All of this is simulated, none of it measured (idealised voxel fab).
The document below concerns the process module designated voxel double patterning.
Displayed cross-section: cut, width of 235 nm, square cells sized 5 nm.
Each cross-section below is a grid of square cells, stated as bands in top-down order, with one or more rows of cells making up each band. What a band's entry tells you: where the top is and where the bottom is, as heights in nm, and after that what lies inside, material by material from left to right, each with its width in nm. Empty space is written as the word "empty", and a single material marked with the word "throughout" occupies the band from edge to edge. Height datum 0, below which the as-received substrate wafer is one material. Lowest band open at the bottom, running downward: "0 and below". So if you see something like "30->40" for the width, read it as the top row of the band sitting at the first number and the bottom row at the second, with every row in between moving by the same amount as the last. What does "nothing altered" mean for a step? It means no cell of the cross-section changed in that step. "Internal closed voids" contains a list of empty spaces, each no smaller than 8 cells and without an open way to the top, written in the form width x height at distance with the distance from the left edge and all three in nm. Where a step's line continues beyond its settings, the continuation is a remark by the simulator itself on that step. Among the settings permitted on a step's line is "overlay nm"; applied to a step with a mask, it specifies the extent to which the mask lay to the right of its planned position, whereas a negative figure signifies a position to the left.

Intended process steps:
1,RECEIVE | material Si
2,CONFORMAL_DEP | material SiO2 | thk nm 10
3,DIRECTIONAL_DEP | material W | thk nm 15
4,DIRECTIONAL_DEP | material SiN | thk nm 10
5,DIRECTIONAL_DEP | material aC | thk nm 15
6,PATTERN | tone open | mask id FIRST | material resist | width nm 15 | pitch nm 50 | thk nm 35 | overlay nm 0
7,DIRECTIONAL_ETCH | etch materials aC | depth nm 15
8,STRIP | etch materials resist
9,DIRECTIONAL_ETCH | etch materials SiN | depth nm 10
10,STRIP | etch materials aC
11,PATTERN | tone open | mask id SECOND | material resist | width nm 15 | pitch nm 50 | thk nm 15 | overlay nm 0
12,DIRECTIONAL_ETCH | etch materials SiN | depth nm 10
13,STRIP | etch materials resist
14,DIRECTIONAL_ETCH | etch materials W | depth nm 15
15,STRIP | etch materials SiN

As received (post step 1): cross-section:
- 0 and below | Si throughout
- Internal closed voids: none

Wafer cross-section at end of module: start and plan as shown above, one execution error:
- 25 down to 10 | W 60 nm, empty 15 nm, W 5 nm, empty 25 nm, W 5 nm, empty 15 nm, W 5 nm, empty 25 nm, W 5 nm, empty 15 nm, W 60 nm
- 10 down to 0 | SiO2 throughout
- 0 and below | Si throughout
- Internal closed voids: none
Against the plan, the run slipped here: planned and actual differ for step 11; actual: PATTERN | tone open | mask id SECOND | material resist | width nm 25 | pitch nm 50 | thk nm 15 | overlay nm 0
